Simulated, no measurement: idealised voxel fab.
Proc. module: voxel transistor to metal
Square cell edge 5 nm, section width 185 nm, ID cut.
A cross-section is a grid of square cells, given in bands from the top down. A band is one or more rows of cells.
First you get the band's top height and its bottom height, in nm, and then the materials it's made of, left to right, with each width in nm. If you see a single material with "full width", that one covers the band edge to edge. "air" is empty space.
Heads up on the height convention: 0 is the point under which the incoming wafer is all one material, and the lowest band has no bottom, it just keeps going down, like "0 down".
You'd read "30 to 40" like this: the band's top row of cells is as wide as the first number, its bottom row is as wide as the second, and going down, every row changes width by the same amount as the row before did.
Where a step carries "stayed the same", the cross-section came out of it unchanged, cell for cell.
Closed-off voids of 8+ cells (no open route to the top) go in "Trapped void list", written width x height at distance from the left edge, in nm.
If you see something after the settings on a step's line, that's the simulator's own remark about that step.
The setting "overlay nm" may be written on the line of a step. When the step uses a mask, the value reports how far to the right of the planned place the mask lay, and a negative value reports that it lay to the left.
## Listed below are the process steps as planned
- 1: RECEIVE [material Si]
- 2: CONFORMAL_DEP [material SiO2] [thk nm 5]
- 3: CONFORMAL_DEP [material SiN] [thk nm 15]
- 4: DIRECTIONAL_DEP [material aC] [thk nm 10]
- 5: PATTERN [tone cover] [mask id ACTIVE] [material resist] [width nm 105] [thk nm 25] [overlay nm 0]
- 6: DIRECTIONAL_ETCH [etch materials aC] [depth nm 10]
- 7: STRIP [etch materials resist]
- 8: DIRECTIONAL_ETCH [etch materials SiN] [depth nm 15]
- 9: DIRECTIONAL_ETCH [etch materials SiO2] [depth nm 5]
- 10: DIRECTIONAL_ETCH [etch materials Si] [depth nm 35]
- 11: STRIP [etch materials aC]
- 12: OXIDIZE [depth nm 5]
- 13: FILL_DEP [material SiO2] [thk nm 5]
- 14: CMP [height nm 20]
- 15: SELECTIVE_ETCH [etch materials SiO2] [depth nm 10]
- 16: STRIP [etch materials SiN]
- 17: SELECTIVE_ETCH [etch materials SiO2] [depth nm 5]
- 18: OXIDIZE [depth nm 5]
- 19: DIRECTIONAL_DEP [material polySi] [thk nm 25]
- 20: DIRECTIONAL_DEP [material SiCN] [thk nm 10]
- 21: DIRECTIONAL_DEP [material aC] [thk nm 15]
- 22: PATTERN [tone cover] [mask id GATE] [material resist] [width nm 35] [thk nm 35] [overlay nm 0]
- 23: DIRECTIONAL_ETCH [etch materials aC] [depth nm 15]
- 24: STRIP [etch materials resist]
- 25: DIRECTIONAL_ETCH [etch materials SiCN] [depth nm 20]
- 26: DIRECTIONAL_ETCH [etch materials polySi] [depth nm 35]
- 27: STRIP [etch materials aC]
- 28: CONFORMAL_DEP [material SiN] [thk nm 10]
- 29: DIRECTIONAL_ETCH [etch materials SiN] [depth nm 10]
- 30: DIRECTIONAL_ETCH [etch materials SiO2] [depth nm 5]
- 31: DIRECTIONAL_ETCH [etch materials Si] [depth nm 5]
- 32: EPI [material SiGe] [thk nm 10]
- 33: FILL_DEP [material SiO2] [thk nm 5]
- 34: CMP [height nm 25]
- 35: STRIP [etch materials polySi]
- 36: SELECTIVE_ETCH [etch materials SiO2] [depth nm 5]
- 37: CONFORMAL_DEP [material HfO2] [thk nm 5]
- 38: CONFORMAL_DEP [material TiN] [thk nm 5]
- 39: FILL_DEP [material W] [thk nm 5]
- 40: CMP [height nm 20]
- 41: DIRECTIONAL_DEP [material SiO2] [thk nm 10]
- 42: DIRECTIONAL_DEP [material aC] [thk nm 15]
- 43: PATTERN [tone open] [mask id CONTACT] [material resist] [width nm 15] [pitch nm 80] [thk nm 30] [overlay nm 0]
- 44: DIRECTIONAL_ETCH [etch materials aC] [depth nm 15]
- 45: STRIP [etch materials resist]
- 46: DIRECTIONAL_ETCH [etch materials SiO2] [depth nm 30]
- 47: STRIP [etch materials aC]
- 48: CONFORMAL_DEP [material TiN] [thk nm 5]
- 49: FILL_DEP [material Ru] [thk nm 5]
- 50: CMP [height nm 30]
- 51: DIRECTIONAL_DEP [material TiN] [thk nm 5]
- 52: DIRECTIONAL_DEP [material W] [thk nm 20]
- 53: PATTERN [tone cover] [mask id METAL_1] [material resist] [width nm 15] [pitch nm 80] [thk nm 15] [overlay nm 0]
- 54: DIRECTIONAL_ETCH [etch materials W] [depth nm 20]
- 55: DIRECTIONAL_ETCH [etch materials TiN] [depth nm 5]
- 56: STRIP [etch materials resist]
- 57: FILL_DEP [material SiO2] [thk nm 10]
- 58: CMP [height nm 55]
- 59: CONFORMAL_DEP [material SiCN] [thk nm 5]
- 60: DIRECTIONAL_DEP [material lowk] [thk nm 30]
- 61: MASKED_ETCH [tone open] [mask id METAL_2] [width nm 15] [pitch nm 80] [etch materials lowk] [depth nm 20] [overlay nm 0]
- 62: MASKED_ETCH [tone open] [mask id METAL_2_HOLES] [width nm 15] [pitch nm 80] [etch materials lowk] [depth nm 10] [overlay nm 0]
- 63: MASKED_ETCH [tone open] [mask id METAL_2_HOLES] [width nm 15] [pitch nm 80] [etch materials SiCN] [depth nm 5] [overlay nm 0]
- 64: CONFORMAL_DEP [material TiN] [thk nm 5]
- 65: FILL_DEP [material Cu] [thk nm 10]
- 66: CMP [height nm 90]
- 67: CONFORMAL_DEP [material SiN] [thk nm 5]
## First wafer out of two, processed as planned
## Received-state cross-section, reflecting completion of step 1
- 0 down = Si full width
- Trapped void list: none
## Presented here is a cross-section of the wafer after step 2 has been performed
- 5 to 0 = SiO2 full width
- Under the height 0 nothing was changed.
## Presented here is a cross-section of the wafer after step 3 has been performed
- 20 to 5 = SiN full width
- Under the height 5 nothing was changed.
## Presented here is a cross-section of the wafer after step 4 has been performed
- 30 to 20 = aC full width
- Under the height 20 nothing was changed.
## Presented here is a cross-section of the wafer after step 5 has been performed
- 55 to 30 = air (40)  resist (105)  air (40)
- Under the height 30 nothing was changed.
## Presented here is a cross-section of the wafer after step 6 has been performed
- 45 to 30 = air (40)  resist (105)  air (40)
- 30 to 20 = air (40)  aC (105)  air (40)
- Under the height 20 nothing was changed.
## Presented here is a cross-section of the wafer after step 7 has been performed
- 30 to 20 = air (40)  aC (105)  air (40)
- Under the height 20 nothing was changed.
## Presented here is a cross-section of the wafer after step 8 has been performed
- 30 to 20 = air (40)  aC (105)  air (40)
- 20 to 5 = air (40)  SiN (105)  air (40)
- Under the height 5 nothing was changed.
## Presented here is a cross-section of the wafer after step 9 has been performed
- 30 to 20 = air (40)  aC (105)  air (40)
- 20 to 5 = air (40)  SiN (105)  air (40)
- 5 to 0 = air (40)  SiO2 (105)  air (40)
- Under the height 0 nothing was changed.
## Presented here is a cross-section of the wafer after step 10 has been performed
- 30 to 20 = air (40)  aC (105)  air (40)
- 20 to 5 = air (40)  SiN (105)  air (40)
- 5 to 0 = air (40)  SiO2 (105)  air (40)
- 0 to -35 = air (40)  Si (105)  air (40)
- Under the height -35 nothing was changed.
## Presented here is a cross-section of the wafer after step 11 has been performed
- 20 to 5 = air (40)  SiN (105)  air (40)
- Under the height 5 nothing was changed.
## Presented here is a cross-section of the wafer after step 12 has been performed
- 20 to 5 = air (40)  SiN (105)  air (40)
- 5 to 0 = air (40)  SiO2 (105)  air (40)
- 0 to -35 = air (40)  SiO2 (5)  Si (95)  SiO2 (5)  air (40)
- -35 to -40 = SiO2 (45)  Si (95)  SiO2 (45)
- Under the height -40 nothing was changed.
## Presented here is a cross-section of the wafer after step 13 has been performed
- 25 to 20 = SiO2 full width
- 20 to 5 = SiO2 (40)  SiN (105)  SiO2 (40)
- 5 to 0 = SiO2 full width
- 0 to -40 = SiO2 (45)  Si (95)  SiO2 (45)
- Under the height -40 nothing was changed.
## Presented here is a cross-section of the wafer after step 14 has been performed
- 20 to 5 = SiO2 (40)  SiN (105)  SiO2 (40)
- Under the height 5 nothing was changed.
## Presented here is a cross-section of the wafer after step 15 has been performed
- 20 to 10 = air (40)  SiN (105)  air (40)
- Under the height 10 nothing was changed.
## Presented here is a cross-section of the wafer after step 16 has been performed
- 10 to 5 = SiO2 (40)  air (105)  SiO2 (40)
- Under the height 5 nothing was changed.
## Presented here is a cross-section of the wafer after step 17 has been performed
- 5 to 0 = SiO2 (35)  air (115)  SiO2 (35)
- Under the height 0 nothing was changed.
## Presented here is a cross-section of the wafer after step 18 has been performed
- 5 to 0 = SiO2 (35)  air (115)  SiO2 (35)
- 0 to -5 = SiO2 full width
- Under the height -5 nothing was changed.
## Presented here is a cross-section of the wafer after step 19 has been performed
- 30 to 25 = polySi (35)  air (115)  polySi (35)
- 25 to 5 = polySi full width
- 5 to 0 = SiO2 (35)  polySi (115)  SiO2 (35)
- Under the height 0 nothing was changed.
## Presented here is a cross-section of the wafer after step 20 has been performed
- 40 to 35 = SiCN (35)  air (115)  SiCN (35)
- 35 to 30 = SiCN full width
- 30 to 25 = polySi (35)  SiCN (115)  polySi (35)
- Under the height 25 nothing was changed.
## Presented here is a cross-section of the wafer after step 21 has been performed
- 55 to 50 = aC (35)  air (115)  aC (35)
- 50 to 40 = aC full width
- 40 to 35 = SiCN (35)  aC (115)  SiCN (35)
- Under the height 35 nothing was changed.
## Presented here is a cross-section of the wafer after step 22 has been performed
- 90 to 55 = air (75)  resist (35)  air (75)
- 55 to 50 = aC (35)  air (40)  resist (35)  air (40)  aC (35)
- Under the height 50 nothing was changed.
## Presented here is a cross-section of the wafer after step 23 has been performed
- 75 to 50 = air (75)  resist (35)  air (75)
- 50 to 40 = air (75)  aC (35)  air (75)
- 40 to 35 = SiCN (35)  air (40)  aC (35)  air (40)  SiCN (35)
- Under the height 35 nothing was changed.
## Presented here is a cross-section of the wafer after step 24 has been performed
- 50 to 40 = air (75)  aC (35)  air (75)
- Under the height 40 nothing was changed.
## Presented here is a cross-section of the wafer after step 25 has been performed
- 50 to 35 = air (75)  aC (35)  air (75)
- 35 to 30 = air (75)  SiCN (35)  air (75)
- 30 to 25 = polySi (35)  air (40)  SiCN (35)  air (40)  polySi (35)
- Under the height 25 nothing was changed.
## Presented here is a cross-section of the wafer after step 26 has been performed
- 50 to 35 = air (75)  aC (35)  air (75)
- 35 to 25 = air (75)  SiCN (35)  air (75)
- 25 to 5 = air (75)  polySi (35)  air (75)
- 5 to 0 = SiO2 (35)  air (40)  polySi (35)  air (40)  SiO2 (35)
- Under the height 0 nothing was changed.
## Presented here is a cross-section of the wafer after step 27 has been performed
- 35 to 25 = air (75)  SiCN (35)  air (75)
- Under the height 25 nothing was changed.
## Presented here is a cross-section of the wafer after step 28 has been performed
- 45 to 35 = air (65)  SiN (55)  air (65)
- 35 to 25 = air (65)  SiN (10)  SiCN (35)  SiN (10)  air (65)
- 25 to 15 = air (65)  SiN (10)  polySi (35)  SiN (10)  air (65)
- 15 to 10 = SiN (45)  air (20)  SiN (10)  polySi (35)  SiN (10)  air (20)  SiN (45)
- 10 to 5 = SiN (75)  polySi (35)  SiN (75)
- 5 to 0 = SiO2 (35)  SiN (40)  polySi (35)  SiN (40)  SiO2 (35)
- Under the height 0 nothing was changed.
## Presented here is a cross-section of the wafer after step 29 has been performed
- 35 to 25 = air (65)  SiN (10)  SiCN (35)  SiN (10)  air (65)
- 25 to 5 = air (65)  SiN (10)  polySi (35)  SiN (10)  air (65)
- 5 to 0 = SiO2 (35)  SiN (10)  air (20)  SiN (10)  polySi (35)  SiN (10)  air (20)  SiN (10)  SiO2 (35)
- Under the height 0 nothing was changed.
## Presented here is a cross-section of the wafer after step 30 has been performed
- 35 to 25 = air (65)  SiN (10)  SiCN (35)  SiN (10)  air (65)
- 25 to 5 = air (65)  SiN (10)  polySi (35)  SiN (10)  air (65)
- 5 to 0 = air (35)  SiN (10)  air (20)  SiN (10)  polySi (35)  SiN (10)  air (20)  SiN (10)  air (35)
- 0 to -5 = SiO2 (45)  air (20)  SiO2 (55)  air (20)  SiO2 (45)
- Under the height -5 nothing was changed.
## Presented here is a cross-section of the wafer after step 31 has been performed
- 35 to 25 = air (65)  SiN (10)  SiCN (35)  SiN (10)  air (65)
- 25 to 5 = air (65)  SiN (10)  polySi (35)  SiN (10)  air (65)
- 5 to 0 = air (35)  SiN (10)  air (20)  SiN (10)  polySi (35)  SiN (10)  air (20)  SiN (10)  air (35)
- 0 to -5 = SiO2 (45)  air (20)  SiO2 (55)  air (20)  SiO2 (45)
- -5 to -10 = SiO2 (45)  air (20)  Si (55)  air (20)  SiO2 (45)
- Under the height -10 nothing was changed.
## Presented here is a cross-section of the wafer after step 32 has been performed
- 35 to 25 = air (65)  SiN (10)  SiCN (35)  SiN (10)  air (65)
- 25 to 5 = air (65)  SiN (10)  polySi (35)  SiN (10)  air (65)
- 5 to 0 = air (35)  SiN (10)  air (10)  SiGe (10)  SiN (10)  polySi (35)  SiN (10)  SiGe (10)  air (10)  SiN (10)  air (35)
- 0 to -5 = SiO2 (45)  SiGe (20)  SiO2 (55)  SiGe (20)  SiO2 (45)
- -5 to -10 = SiO2 (45)  SiGe (20)  Si (55)  SiGe (20)  SiO2 (45)
- Under the height -10 nothing was changed.
## Presented here is a cross-section of the wafer after step 33 has been performed
- 40 to 35 = SiO2 full width
- 35 to 25 = SiO2 (65)  SiN (10)  SiCN (35)  SiN (10)  SiO2 (65)
- 25 to 5 = SiO2 (65)  SiN (10)  polySi (35)  SiN (10)  SiO2 (65)
- 5 to 0 = SiO2 (35)  SiN (10)  SiO2 (10)  SiGe (10)  SiN (10)  polySi (35)  SiN (10)  SiGe (10)  SiO2 (10)  SiN (10)  SiO2 (35)
- Under the height 0 nothing was changed.
## Presented here is a cross-section of the wafer after step 34 has been performed
- 25 to 5 = SiO2 (65)  SiN (10)  polySi (35)  SiN (10)  SiO2 (65)
- Under the height 5 nothing was changed.
## Presented here is a cross-section of the wafer after step 35 has been performed
- 25 to 5 = SiO2 (65)  SiN (10)  air (35)  SiN (10)  SiO2 (65)
- 5 to 0 = SiO2 (35)  SiN (10)  SiO2 (10)  SiGe (10)  SiN (10)  air (35)  SiN (10)  SiGe (10)  SiO2 (10)  SiN (10)  SiO2 (35)
- Under the height 0 nothing was changed.
## Presented here is a cross-section of the wafer after step 36 has been performed
- 25 to 20 = air (65)  SiN (10)  air (35)  SiN (10)  air (65)
- 20 to 5 = SiO2 (65)  SiN (10)  air (35)  SiN (10)  SiO2 (65)
- 5 to 0 = SiO2 (35)  SiN (10)  SiO2 (10)  SiGe (10)  SiN (10)  air (35)  SiN (10)  SiGe (10)  SiO2 (10)  SiN (10)  SiO2 (35)
- 0 to -5 = SiO2 (45)  SiGe (20)  SiO2 (5)  air (45)  SiO2 (5)  SiGe (20)  SiO2 (45)
- Under the height -5 nothing was changed.
## Presented here is a cross-section of the wafer after step 37 has been performed
- 30 to 25 = air (60)  HfO2 (20)  air (25)  HfO2 (20)  air (60)
- 25 to 20 = HfO2 (65)  SiN (10)  HfO2 (5)  air (25)  HfO2 (5)  SiN (10)  HfO2 (65)
- 20 to 5 = SiO2 (65)  SiN (10)  HfO2 (5)  air (25)  HfO2 (5)  SiN (10)  SiO2 (65)
- 5 to 0 = SiO2 (35)  SiN (10)  SiO2 (10)  SiGe (10)  SiN (10)  HfO2 (5)  air (25)  HfO2 (5)  SiN (10)  SiGe (10)  SiO2 (10)  SiN (10)  SiO2 (35)
- 0 to -5 = SiO2 (45)  SiGe (20)  SiO2 (5)  HfO2 (45)  SiO2 (5)  SiGe (20)  SiO2 (45)
- Under the height -5 nothing was changed.
## Presented here is a cross-section of the wafer after step 38 has been performed
- 35 to 30 = air (55)  TiN (30)  air (15)  TiN (30)  air (55)
- 30 to 25 = TiN (60)  HfO2 (20)  TiN (5)  air (15)  TiN (5)  HfO2 (20)  TiN (60)
- 25 to 20 = HfO2 (65)  SiN (10)  HfO2 (5)  TiN (5)  air (15)  TiN (5)  HfO2 (5)  SiN (10)  HfO2 (65)
- 20 to 5 = SiO2 (65)  SiN (10)  HfO2 (5)  TiN (5)  air (15)  TiN (5)  HfO2 (5)  SiN (10)  SiO2 (65)
- 5 to 0 = SiO2 (35)  SiN (10)  SiO2 (10)  SiGe (10)  SiN (10)  HfO2 (5)  TiN (25)  HfO2 (5)  SiN (10)  SiGe (10)  SiO2 (10)  SiN (10)  SiO2 (35)
- Under the height 0 nothing was changed.
## Presented here is a cross-section of the wafer after step 39 has been performed
- 40 to 35 = W full width
- 35 to 30 = W (55)  TiN (30)  W (15)  TiN (30)  W (55)
- 30 to 25 = TiN (60)  HfO2 (20)  TiN (5)  W (15)  TiN (5)  HfO2 (20)  TiN (60)
- 25 to 20 = HfO2 (65)  SiN (10)  HfO2 (5)  TiN (5)  W (15)  TiN (5)  HfO2 (5)  SiN (10)  HfO2 (65)
- 20 to 5 = SiO2 (65)  SiN (10)  HfO2 (5)  TiN (5)  W (15)  TiN (5)  HfO2 (5)  SiN (10)  SiO2 (65)
- Under the height 5 nothing was changed.
## Presented here is a cross-section of the wafer after step 40 has been performed
- 20 to 5 = SiO2 (65)  SiN (10)  HfO2 (5)  TiN (5)  W (15)  TiN (5)  HfO2 (5)  SiN (10)  SiO2 (65)
- Under the height 5 nothing was changed.
## Presented here is a cross-section of the wafer after step 41 has been performed
- 30 to 20 = SiO2 full width
- Under the height 20 nothing was changed.
## Presented here is a cross-section of the wafer after step 42 has been performed
- 45 to 30 = aC full width
- Under the height 30 nothing was changed.
## Presented here is a cross-section of the wafer after step 43 has been performed
- 75 to 45 = resist (45)  air (15)  resist (65)  air (15)  resist (45)
- Under the height 45 nothing was changed.
## Presented here is a cross-section of the wafer after step 44 has been performed
- 60 to 45 = resist (45)  air (15)  resist (65)  air (15)  resist (45)
- 45 to 30 = aC (45)  air (15)  aC (65)  air (15)  aC (45)
- Under the height 30 nothing was changed.
## Presented here is a cross-section of the wafer after step 45 has been performed
- 45 to 30 = aC (45)  air (15)  aC (65)  air (15)  aC (45)
- Under the height 30 nothing was changed.
## Presented here is a cross-section of the wafer after step 46 has been performed
- 45 to 30 = aC (45)  air (15)  aC (65)  air (15)  aC (45)
- 30 to 20 = SiO2 (45)  air (15)  SiO2 (65)  air (15)  SiO2 (45)
- 20 to 5 = SiO2 (45)  air (15)  SiO2 (5)  SiN (10)  HfO2 (5)  TiN (5)  W (15)  TiN (5)  HfO2 (5)  SiN (10)  SiO2 (5)  air (15)  SiO2 (45)
- 5 to 0 = SiO2 (35)  SiN (10)  air (10)  SiGe (10)  SiN (10)  HfO2 (5)  TiN (25)  HfO2 (5)  SiN (10)  SiGe (10)  air (10)  SiN (10)  SiO2 (35)
- Under the height 0 nothing was changed.
## Presented here is a cross-section of the wafer after step 47 has been performed
- 30 to 20 = SiO2 (45)  air (15)  SiO2 (65)  air (15)  SiO2 (45)
- Under the height 20 nothing was changed.
## Presented here is a cross-section of the wafer after step 48 has been performed
- 35 to 30 = TiN (50)  air (5)  TiN (75)  air (5)  TiN (50)
- 30 to 20 = SiO2 (45)  TiN (5)  air (5)  TiN (5)  SiO2 (65)  TiN (5)  air (5)  TiN (5)  SiO2 (45)
- 20 to 10 = SiO2 (45)  TiN (5)  air (5)  TiN (5)  SiO2 (5)  SiN (10)  HfO2 (5)  TiN (5)  W (15)  TiN (5)  HfO2 (5)  SiN (10)  SiO2 (5)  TiN (5)  air (5)  TiN (5)  SiO2 (45)
- 10 to 5 = SiO2 (45)  TiN (15)  SiO2 (5)  SiN (10)  HfO2 (5)  TiN (5)  W (15)  TiN (5)  HfO2 (5)  SiN (10)  SiO2 (5)  TiN (15)  SiO2 (45)
- 5 to 0 = SiO2 (35)  SiN (10)  TiN (10)  SiGe (10)  SiN (10)  HfO2 (5)  TiN (25)  HfO2 (5)  SiN (10)  SiGe (10)  TiN (10)  SiN (10)  SiO2 (35)
- Under the height 0 nothing was changed.
## Presented here is a cross-section of the wafer after step 49 has been performed
- 40 to 35 = Ru full width
- 35 to 30 = TiN (50)  Ru (5)  TiN (75)  Ru (5)  TiN (50)
- 30 to 20 = SiO2 (45)  TiN (5)  Ru (5)  TiN (5)  SiO2 (65)  TiN (5)  Ru (5)  TiN (5)  SiO2 (45)
- 20 to 10 = SiO2 (45)  TiN (5)  Ru (5)  TiN (5)  SiO2 (5)  SiN (10)  HfO2 (5)  TiN (5)  W (15)  TiN (5)  HfO2 (5)  SiN (10)  SiO2 (5)  TiN (5)  Ru (5)  TiN (5)  SiO2 (45)
- Under the height 10 nothing was changed.
## Presented here is a cross-section of the wafer after step 50 has been performed
- 30 to 20 = SiO2 (45)  TiN (5)  Ru (5)  TiN (5)  SiO2 (65)  TiN (5)  Ru (5)  TiN (5)  SiO2 (45)
- Under the height 20 nothing was changed.
## Presented here is a cross-section of the wafer after step 51 has been performed
- 35 to 30 = TiN full width
- Under the height 30 nothing was changed.
## Presented here is a cross-section of the wafer after step 52 has been performed
- 55 to 35 = W full width
- Under the height 35 nothing was changed.
## Presented here is a cross-section of the wafer after step 53 has been performed
- 70 to 55 = air (45)  resist (15)  air (65)  resist (15)  air (45)
- Under the height 55 nothing was changed.
## Presented here is a cross-section of the wafer after step 54 has been performed
- 70 to 55 = air (45)  resist (15)  air (65)  resist (15)  air (45)
- 55 to 35 = air (45)  W (15)  air (65)  W (15)  air (45)
- Under the height 35 nothing was changed.
## Presented here is a cross-section of the wafer after step 55 has been performed
- 70 to 55 = air (45)  resist (15)  air (65)  resist (15)  air (45)
- 55 to 35 = air (45)  W (15)  air (65)  W (15)  air (45)
- 35 to 30 = air (45)  TiN (15)  air (65)  TiN (15)  air (45)
- Under the height 30 nothing was changed.
## Presented here is a cross-section of the wafer after step 56 has been performed
- 55 to 35 = air (45)  W (15)  air (65)  W (15)  air (45)
- Under the height 35 nothing was changed.
## Presented here is a cross-section of the wafer after step 57 has been performed
- 65 to 55 = SiO2 full width
- 55 to 35 = SiO2 (45)  W (15)  SiO2 (65)  W (15)  SiO2 (45)
- 35 to 30 = SiO2 (45)  TiN (15)  SiO2 (65)  TiN (15)  SiO2 (45)
- Under the height 30 nothing was changed.
## Presented here is a cross-section of the wafer after step 58 has been performed
- 55 to 35 = SiO2 (45)  W (15)  SiO2 (65)  W (15)  SiO2 (45)
- Under the height 35 nothing was changed.
## Presented here is a cross-section of the wafer after step 59 has been performed
- 60 to 55 = SiCN full width
- Under the height 55 nothing was changed.
## Presented here is a cross-section of the wafer after step 60 has been performed
- 90 to 60 = lowk full width
- Under the height 60 nothing was changed.
## Presented here is a cross-section of the wafer after step 61 has been performed
- 90 to 70 = lowk (45)  air (15)  lowk (65)  air (15)  lowk (45)
- Under the height 70 nothing was changed.
## Presented here is a cross-section of the wafer after step 62 has been performed
- 90 to 60 = lowk (45)  air (15)  lowk (65)  air (15)  lowk (45)
- Under the height 60 nothing was changed.
## Presented here is a cross-section of the wafer after step 63 has been performed
- 90 to 60 = lowk (45)  air (15)  lowk (65)  air (15)  lowk (45)
- 60 to 55 = SiCN (45)  air (15)  SiCN (65)  air (15)  SiCN (45)
- Under the height 55 nothing was changed.
## Presented here is a cross-section of the wafer after step 64 has been performed
- 95 to 90 = TiN (50)  air (5)  TiN (75)  air (5)  TiN (50)
- 90 to 60 = lowk (45)  TiN (5)  air (5)  TiN (5)  lowk (65)  TiN (5)  air (5)  TiN (5)  lowk (45)
- 60 to 55 = SiCN (45)  TiN (15)  SiCN (65)  TiN (15)  SiCN (45)
- Under the height 55 nothing was changed.
## Presented here is a cross-section of the wafer after step 65 has been performed
- 105 to 95 = Cu full width
- 95 to 90 = TiN (50)  Cu (5)  TiN (75)  Cu (5)  TiN (50)
- 90 to 60 = lowk (45)  TiN (5)  Cu (5)  TiN (5)  lowk (65)  TiN (5)  Cu (5)  TiN (5)  lowk (45)
- Under the height 60 nothing was changed.
## Presented here is a cross-section of the wafer after step 66 has been performed
- 90 to 60 = lowk (45)  TiN (5)  Cu (5)  TiN (5)  lowk (65)  TiN (5)  Cu (5)  TiN (5)  lowk (45)
- Under the height 60 nothing was changed.
## Presented here is a cross-section of the wafer after step 67 has been performed
- 95 to 90 = SiN full width
- Under the height 90 nothing was changed.
## For the second wafer, take the first wafer's start and plan, then add one mistake made in running it; everything through step 61, that step included, is shared with the first
## Second wafer at the planned finish of step 62, seen in cross-section
- 90 to 80 = lowk (40)  air (25)  lowk (55)  air (25)  lowk (40)
- 80 to 60 = lowk (45)  air (15)  lowk (65)  air (15)  lowk (45)
- Under the height 60 nothing was changed.
## Second wafer at the planned finish of step 63, seen in cross-section
- 90 to 80 = lowk (40)  air (25)  lowk (55)  air (25)  lowk (40)
- 80 to 60 = lowk (45)  air (15)  lowk (65)  air (15)  lowk (45)
- 60 to 55 = SiCN (45)  air (15)  SiCN (65)  air (15)  SiCN (45)
- Under the height 55 nothing was changed.
## Second wafer at the planned finish of step 64, seen in cross-section
- 95 to 90 = TiN (45)  air (15)  TiN (65)  air (15)  TiN (45)
- 90 to 80 = lowk (40)  TiN (5 to 10)  air (15 to 5)  TiN (5 to 10)  lowk (55)  TiN (5 to 10)  air (15 to 5)  TiN (5 to 10)  lowk (40)
- 80 to 60 = lowk (45)  TiN (5)  air (5)  TiN (5)  lowk (65)  TiN (5)  air (5)  TiN (5)  lowk (45)
- 60 to 55 = SiCN (45)  TiN (15)  SiCN (65)  TiN (15)  SiCN (45)
- Under the height 55 nothing was changed.
## Second wafer at the planned finish of step 65, seen in cross-section
- 105 to 95 = Cu full width
- 95 to 90 = TiN (45)  Cu (15)  TiN (65)  Cu (15)  TiN (45)
- 90 to 80 = lowk (40)  TiN (5 to 10)  Cu (15 to 5)  TiN (5 to 10)  lowk (55)  TiN (5 to 10)  Cu (15 to 5)  TiN (5 to 10)  lowk (40)
- 80 to 60 = lowk (45)  TiN (5)  Cu (5)  TiN (5)  lowk (65)  TiN (5)  Cu (5)  TiN (5)  lowk (45)
- Under the height 60 nothing was changed.
## Second wafer at the planned finish of step 66, seen in cross-section
- 90 to 80 = lowk (40)  TiN (5 to 10)  Cu (15 to 5)  TiN (5 to 10)  lowk (55)  TiN (5 to 10)  Cu (15 to 5)  TiN (5 to 10)  lowk (40)
- Under the height 80 nothing was changed.
## Second wafer at the planned finish of step 67, seen in cross-section
- 95 to 90 = SiN full width
- Under the height 90 nothing was changed.
Processing error: step 62 changed vs plan, executed as MASKED_ETCH [tone open] [mask id METAL_2_HOLES] [width nm 25] [pitch nm 80] [etch materials lowk] [depth nm 10] [overlay nm 0]
Count the cells at the end and the second wafer has more or fewer of some materials than the first: Cu +4; TiN +4; lowk -8
